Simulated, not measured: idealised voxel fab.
Herein follows the process module entitled voxel transistor to metal.
Cross-section cut spans 145 nm and uses square cells 5 nm in size.
When this document writes out a cross-section, it uses a grid of square cells and lists it as bands, beginning at the top and moving down, with a band standing for one or more rows of cells. Quick guide to a band line: top height, bottom height (nm) up front; then every material left to right with its width in nm. Only one material and it's marked "throughout"? Then it fills the band edge to edge. And "empty" just means empty space. Below 0: as-received wafer, all one material; heights counted from there. Lowest band: no bottom, goes on down, written "0..down". Read "30 to 40" as a graded width: first number on top, second number at the bottom, same change between each pair of neighbouring rows. "nothing changed" -> step changed no cross-section cell. Basically, "Enclosed internal voids" tells you about the enclosed voids: empty spaces with no open way to the top, 8 cells or bigger, each written width x height at distance, where distance is from the left edge, all in nm. Step line, after settings: the simulator's comment on this step. Regarding "overlay nm": on a step with a mask, it is the distance the mask lay to the right of its planned place; a negative value places it to the left. Each pair of cross-sections that follows straddles one process step: the one shows the state before the step, the other the state after it, down to the lowest band that changed and no further. The step in question, and its settings, are given under the pair. Note that a pair is not necessarily a continuation of the pair above it, since pairs can come from different runs of this module on the same starting wafer; it is a continuation only where its entry headed "Pre-step view" says so.
-- Pre-step view
    45..40  SiCN: 10 / SiN: 5 / empty: 115 / SiN: 5 / SiCN: 10
    40..30  SiCN: 60 / SiN: 5 / empty: 15 / SiN: 5 / SiCN: 60
    30..25  polySi: 10 / SiCN: 50 / SiN: 5 / empty: 15 / SiN: 5 / SiCN: 50 / polySi: 10
    25..0  polySi: 60 / SiN: 5 / empty: 15 / SiN: 5 / polySi: 60
    0..-5  SiO2: 10 / polySi: 50 / SiN: 5 / empty: 15 / SiN: 5 / polySi: 50 / SiO2: 10
    -5..-10  SiO2 throughout
    -10..-25  SiO2: 15 / Si: 115 / SiO2: 15
    -25..down  Si throughout
    Enclosed internal voids: none
-- Cross-Section After Step
    45..40  SiCN: 10 / SiN: 5 / empty: 115 / SiN: 5 / SiCN: 10
    40..30  SiCN: 60 / SiN: 5 / empty: 15 / SiN: 5 / SiCN: 60
    30..25  polySi: 10 / SiCN: 50 / SiN: 5 / empty: 15 / SiN: 5 / SiCN: 50 / polySi: 10
    25..0  polySi: 60 / SiN: 5 / empty: 15 / SiN: 5 / polySi: 60
    0..-5  SiO2: 10 / polySi: 50 / SiN: 5 / empty: 15 / SiN: 5 / polySi: 50 / SiO2: 10
    -5..-10  SiO2: 65 / empty: 15 / SiO2: 65
    At heights below -10, the structure remains unaltered.
    Enclosed internal voids: none
So what happens between those two cross-sections up there? DIRECTIONAL_ETCH: etch materials SiO2, depth nm 5
Pre-step view: it's just the after picture from the pair right above this one.
-- Cross-Section After Step
    45..40  SiCN: 10 / SiN: 5 / empty: 115 / SiN: 5 / SiCN: 10
    40..30  SiCN: 60 / SiN: 5 / empty: 15 / SiN: 5 / SiCN: 60
    30..25  polySi: 10 / SiCN: 50 / SiN: 5 / empty: 15 / SiN: 5 / SiCN: 50 / polySi: 10
    25..0  polySi: 60 / SiN: 5 / empty: 15 / SiN: 5 / polySi: 60
    0..-5  SiO2: 10 / polySi: 50 / SiN: 5 / empty: 15 / SiN: 5 / polySi: 50 / SiO2: 10
    -5..-10  SiO2: 65 / empty: 15 / SiO2: 65
    -10..-20  SiO2: 15 / Si: 50 / empty: 15 / Si: 50 / SiO2: 15
    At heights below -20, the structure remains unaltered.
    Enclosed internal voids: none
So what happens between those two cross-sections up there? DIRECTIONAL_ETCH: etch materials Si, depth nm 10
Pre-step view: it's just the after picture from the pair right above this one.
-- Cross-Section After Step
    45..40  SiCN: 10 / SiN: 5 / empty: 115 / SiN: 5 / SiCN: 10
    40..30  SiCN: 60 / SiN: 5 / empty: 15 / SiN: 5 / SiCN: 60
    30..25  polySi: 10 / SiCN: 50 / SiN: 5 / empty: 15 / SiN: 5 / SiCN: 50 / polySi: 10
    25..0  polySi: 60 / SiN: 5 / empty: 15 / SiN: 5 / polySi: 60
    0..-5  SiO2: 10 / polySi: 50 / SiN: 5 / pSi: 15 / SiN: 5 / polySi: 50 / SiO2: 10
    -5..-10  SiO2: 65 / pSi: 15 / SiO2: 65
    -10..-20  SiO2: 15 / Si: 50 / pSi: 15 / Si: 50 / SiO2: 15
    At heights below -20, the structure remains unaltered.
    Enclosed internal voids: none
So what happens between those two cross-sections up there? EPI: material pSi, thk nm 10
Pre-step view: it's just the after picture from the pair right above this one.
-- Cross-Section After Step
    50..45  SiO2 throughout
    45..40  SiCN: 10 / SiN: 5 / SiO2: 115 / SiN: 5 / SiCN: 10
    40..30  SiCN: 60 / SiN: 5 / SiO2: 15 / SiN: 5 / SiCN: 60
    30..25  polySi: 10 / SiCN: 50 / SiN: 5 / SiO2: 15 / SiN: 5 / SiCN: 50 / polySi: 10
    25..0  polySi: 60 / SiN: 5 / SiO2: 15 / SiN: 5 / polySi: 60
    At heights below 0, the structure remains unaltered.
    Enclosed internal voids: none
So what happens between those two cross-sections up there? FILL_DEP: material SiO2, thk nm 5
Pre-step view: it's just the after picture from the pair right above this one.
-- Cross-Section After Step
    25..0  polySi: 60 / SiN: 5 / SiO2: 15 / SiN: 5 / polySi: 60
    At heights below 0, the structure remains unaltered.
    Enclosed internal voids: none
So what happens between those two cross-sections up there? CMP: height nm 25
Pre-step view: it's just the after picture from the pair right above this one.
-- Cross-Section After Step
    25..0  empty: 60 / SiN: 5 / SiO2: 15 / SiN: 5 / empty: 60
    0..-5  SiO2: 10 / empty: 50 / SiN: 5 / pSi: 15 / SiN: 5 / empty: 50 / SiO2: 10
    At heights below -5, the structure remains unaltered.
    Enclosed internal voids: none
So what happens between those two cross-sections up there? STRIP: etch materials polySi
Pre-step view: it's just the after picture from the pair right above this one.
-- Cross-Section After Step
    25..20  empty: 60 / SiN: 5 / empty: 15 / SiN: 5 / empty: 60
    20..0  empty: 60 / SiN: 5 / SiO2: 15 / SiN: 5 / empty: 60
    0..-5  empty: 60 / SiN: 5 / pSi: 15 / SiN: 5 / empty: 60
    -5..-10  SiO2: 5 / empty: 60 / pSi: 15 / empty: 60 / SiO2: 5
    At heights below -10, the structure remains unaltered.
    Enclosed internal voids: none
So what happens between those two cross-sections up there? SELECTIVE_ETCH: etch materials SiO2, depth nm 5
Pre-step view: it's just the after picture from the pair right above this one.
-- Cross-Section After Step
    30..25  empty: 55 / HfO2: 15 / empty: 5 / HfO2: 15 / empty: 55
    25..20  empty: 55 / HfO2: 5 / SiN: 5 / HfO2: 15 / SiN: 5 / HfO2: 5 / empty: 55
    20..0  empty: 55 / HfO2: 5 / SiN: 5 / SiO2: 15 / SiN: 5 / HfO2: 5 / empty: 55
    0..-5  HfO2: 10 / empty: 45 / HfO2: 5 / SiN: 5 / pSi: 15 / SiN: 5 / HfO2: 5 / empty: 45 / HfO2: 10
    -5..-10  SiO2: 5 / HfO2: 60 / pSi: 15 / HfO2: 60 / SiO2: 5
    At heights below -10, the structure remains unaltered.
    Enclosed internal voids: none
So what happens between those two cross-sections up there? CONFORMAL_DEP: material HfO2, thk nm 5
Pre-step view: it's just the after picture from the pair right above this one.
-- Cross-Section After Step
    35..30  empty: 50 / TiN: 45 / empty: 50
    30..25  empty: 50 / TiN: 5 / HfO2: 15 / TiN: 5 / HfO2: 15 / TiN: 5 / empty: 50
    25..20  empty: 50 / TiN: 5 / HfO2: 5 / SiN: 5 / HfO2: 15 / SiN: 5 / HfO2: 5 / TiN: 5 / empty: 50
    20..5  empty: 50 / TiN: 5 / HfO2: 5 / SiN: 5 / SiO2: 15 / SiN: 5 / HfO2: 5 / TiN: 5 / empty: 50
    5..0  TiN: 15 / empty: 35 / TiN: 5 / HfO2: 5 / SiN: 5 / SiO2: 15 / SiN: 5 / HfO2: 5 / TiN: 5 / empty: 35 / TiN: 15
    0..-5  HfO2: 10 / TiN: 45 / HfO2: 5 / SiN: 5 / pSi: 15 / SiN: 5 / HfO2: 5 / TiN: 45 / HfO2: 10
    At heights below -5, the structure remains unaltered.
    Enclosed internal voids: none
So what happens between those two cross-sections up there? CONFORMAL_DEP: material TiN, thk nm 5
Pre-step view: it's just the after picture from the pair right above this one.
-- Cross-Section After Step
    45..35  W throughout
    35..30  W: 50 / TiN: 45 / W: 50
    30..25  W: 50 / TiN: 5 / HfO2: 15 / TiN: 5 / HfO2: 15 / TiN: 5 / W: 50
    25..20  W: 50 / TiN: 5 / HfO2: 5 / SiN: 5 / HfO2: 15 / SiN: 5 / HfO2: 5 / TiN: 5 / W: 50
    20..5  W: 50 / TiN: 5 / HfO2: 5 / SiN: 5 / SiO2: 15 / SiN: 5 / HfO2: 5 / TiN: 5 / W: 50
    5..0  TiN: 15 / W: 35 / TiN: 5 / HfO2: 5 / SiN: 5 / SiO2: 15 / SiN: 5 / HfO2: 5 / TiN: 5 / W: 35 / TiN: 15
    At heights below 0, the structure remains unaltered.
    Enclosed internal voids: none
So what happens between those two cross-sections up there? FILL_DEP: material W, thk nm 10
Pre-step view: it's just the after picture from the pair right above this one.
-- Cross-Section After Step
    20..5  W: 50 / TiN: 5 / HfO2: 5 / SiN: 5 / SiO2: 15 / SiN: 5 / HfO2: 5 / TiN: 5 / W: 50
    At heights below 5, the structure remains unaltered.
    Enclosed internal voids: none
So what happens between those two cross-sections up there? CMP: height nm 20
Pre-step view: it's just the after picture from the pair right above this one.
-- Cross-Section After Step
    35..20  SiO2 throughout
    At heights below 20, the structure remains unaltered.
    Enclosed internal voids: none
So what happens between those two cross-sections up there? DIRECTIONAL_DEP: material SiO2, thk nm 15
Pre-step view: it's just the after picture from the pair right above this one.
-- Cross-Section After Step
    50..35  aC throughout
    At heights below 35, the structure remains unaltered.
    Enclosed internal voids: none
So what happens between those two cross-sections up there? DIRECTIONAL_DEP: material aC, thk nm 15
Pre-step view: it's just the after picture from the pair right above this one.
-- Cross-Section After Step
    85..50  resist: 25 / empty: 20 / resist: 55 / empty: 20 / resist: 25
    At heights below 50, the structure remains unaltered.
    Enclosed internal voids: none
So what happens between those two cross-sections up there? PATTERN: tone open, mask id CONTACT, material resist, width nm 20, pitch nm 75, thk nm 35, overlay nm 0
Pre-step view: it's just the after picture from the pair right above this one.
-- Cross-Section After Step
    70..50  resist: 25 / empty: 20 / resist: 55 / empty: 20 / resist: 25
    50..35  aC: 25 / empty: 20 / aC: 55 / empty: 20 / aC: 25
    At heights below 35, the structure remains unaltered.
    Enclosed internal voids: none
So what happens between those two cross-sections up there? DIRECTIONAL_ETCH: etch materials aC, depth nm 15
Pre-step view: it's just the after picture from the pair right above this one.
-- Cross-Section After Step
    50..35  aC: 25 / empty: 20 / aC: 55 / empty: 20 / aC: 25
    At heights below 35, the structure remains unaltered.
    Enclosed internal voids: none
So what happens between those two cross-sections up there? STRIP: etch materials resist
Pre-step view: it's just the after picture from the pair right above this one.
-- Cross-Section After Step
    50..35  aC: 25 / empty: 20 / aC: 55 / empty: 20 / aC: 25
    35..20  SiO2: 25 / empty: 20 / SiO2: 55 / empty: 20 / SiO2: 25
    At heights below 20, the structure remains unaltered.
    Enclosed internal voids: none
So what happens between those two cross-sections up there? DIRECTIONAL_ETCH: etch materials SiO2, depth nm 45
Pre-step view: it's just the after picture from the pair right above this one.
-- Cross-Section After Step
    35..20  SiO2: 25 / empty: 20 / SiO2: 55 / empty: 20 / SiO2: 25
    At heights below 20, the structure remains unaltered.
    Enclosed internal voids: none
So what happens between those two cross-sections up there? STRIP: etch materials aC
Pre-step view: it's just the after picture from the pair right above this one.
-- Cross-Section After Step
    40..35  TiN: 30 / empty: 10 / TiN: 65 / empty: 10 / TiN: 30
    35..25  SiO2: 25 / TiN: 5 / empty: 10 / TiN: 5 / SiO2: 55 / TiN: 5 / empty: 10 / TiN: 5 / SiO2: 25
    25..20  SiO2: 25 / TiN: 20 / SiO2: 55 / TiN: 20 / SiO2: 25
    At heights below 20, the structure remains unaltered.
    Enclosed internal voids: none
So what happens between those two cross-sections up there? CONFORMAL_DEP: material TiN, thk nm 5
Pre-step view: it's just the after picture from the pair right above this one.
-- Cross-Section After Step
    50..40  W throughout
    40..35  TiN: 30 / W: 10 / TiN: 65 / W: 10 / TiN: 30
    35..25  SiO2: 25 / TiN: 5 / W: 10 / TiN: 5 / SiO2: 55 / TiN: 5 / W: 10 / TiN: 5 / SiO2: 25
    At heights below 25, the structure remains unaltered.
    Enclosed internal voids: none
So what happens between those two cross-sections up there? FILL_DEP: material W, thk nm 10
Pre-step view: it's just the after picture from the pair right above this one.
-- Cross-Section After Step
    35..25  SiO2: 25 / TiN: 5 / W: 10 / TiN: 5 / SiO2: 55 / TiN: 5 / W: 10 / TiN: 5 / SiO2: 25
    At heights below 25, the structure remains unaltered.
    Enclosed internal voids: none
So what happens between those two cross-sections up there? CMP: height nm 35
Pre-step view: it's just the after picture from the pair right above this one.
-- Cross-Section After Step
    40..35  SiCN throughout
    At heights below 35, the structure remains unaltered.
    Enclosed internal voids: none
So what happens between those two cross-sections up there? CONFORMAL_DEP: material SiCN, thk nm 5
Pre-step view: it's just the after picture from the pair right above this one.
-- Cross-Section After Step
    55..40  lowk throughout
    At heights below 40, the structure remains unaltered.
    Enclosed internal voids: none
So what happens between those two cross-sections up there? DIRECTIONAL_DEP: material lowk, thk nm 15
Pre-step view: it's just the after picture from the pair right above this one.
-- Cross-Section After Step
    55..40  lowk: 25 / empty: 20 / lowk: 55 / empty: 20 / lowk: 25
    At heights below 40, the structure remains unaltered.
    Enclosed internal voids: none
So what happens between those two cross-sections up there? MASKED_ETCH: tone open, mask id METAL_1, width nm 20, pitch nm 75, etch materials lowk, depth nm 15, overlay nm 0
Pre-step view: it's just the after picture from the pair right above this one.
-- Cross-Section After Step
    55..40  lowk: 25 / empty: 20 / lowk: 55 / empty: 20 / lowk: 25
    40..35  SiCN: 25 / empty: 20 / SiCN: 55 / empty: 20 / SiCN: 25
    At heights below 35, the structure remains unaltered.
    Enclosed internal voids: none
So what happens between those two cross-sections up there? MASKED_ETCH: tone open, mask id METAL_1, width nm 20, pitch nm 75, etch materials SiCN, depth nm 5, overlay nm 0
Pre-step view: it's just the after picture from the pair right above this one.
-- Cross-Section After Step
    60..55  TiN: 30 / empty: 10 / TiN: 65 / empty: 10 / TiN: 30
    55..40  lowk: 25 / TiN: 5 / empty: 10 / TiN: 5 / lowk: 55 / TiN: 5 / empty: 10 / TiN: 5 / lowk: 25
    40..35  SiCN: 25 / TiN: 20 / SiCN: 55 / TiN: 20 / SiCN: 25
    At heights below 35, the structure remains unaltered.
    Enclosed internal voids: none
So what happens between those two cross-sections up there? CONFORMAL_DEP: material TiN, thk nm 5
Pre-step view: it's just the after picture from the pair right above this one.
-- Cross-Section After Step
    70..60  Ru throughout
    60..55  TiN: 30 / Ru: 10 / TiN: 65 / Ru: 10 / TiN: 30
    55..40  lowk: 25 / TiN: 5 / Ru: 10 / TiN: 5 / lowk: 55 / TiN: 5 / Ru: 10 / TiN: 5 / lowk: 25
    At heights below 40, the structure remains unaltered.
    Enclosed internal voids: none
So what happens between those two cross-sections up there? FILL_DEP: material Ru, thk nm 10
Pre-step view: it's just the after picture from the pair right above this one.
-- Cross-Section After Step
    55..40  lowk: 25 / TiN: 5 / Ru: 10 / TiN: 5 / lowk: 55 / TiN: 5 / Ru: 10 / TiN: 5 / lowk: 25
    At heights below 40, the structure remains unaltered.
    Enclosed internal voids: none
So what happens between those two cross-sections up there? CMP: height nm 55
Pre-step view: it's just the after picture from the pair right above this one.
-- Cross-Section After Step
    60..55  empty: 20 / Ru: 30 / empty: 45 / Ru: 30 / empty: 20
    At heights below 55, the structure remains unaltered.
    Enclosed internal voids: none
So what happens between those two cross-sections up there? EPI: material Ru, thk nm 5
Pre-step view: it's just the after picture from the pair right above this one.
-- Cross-Section After Step
    65..60  SiCN throughout
    60..55  SiCN: 20 / Ru: 30 / SiCN: 45 / Ru: 30 / SiCN: 20
    At heights below 55, the structure remains unaltered.
    Enclosed internal voids: none
So what happens between those two cross-sections up there? FILL_DEP: material SiCN, thk nm 5
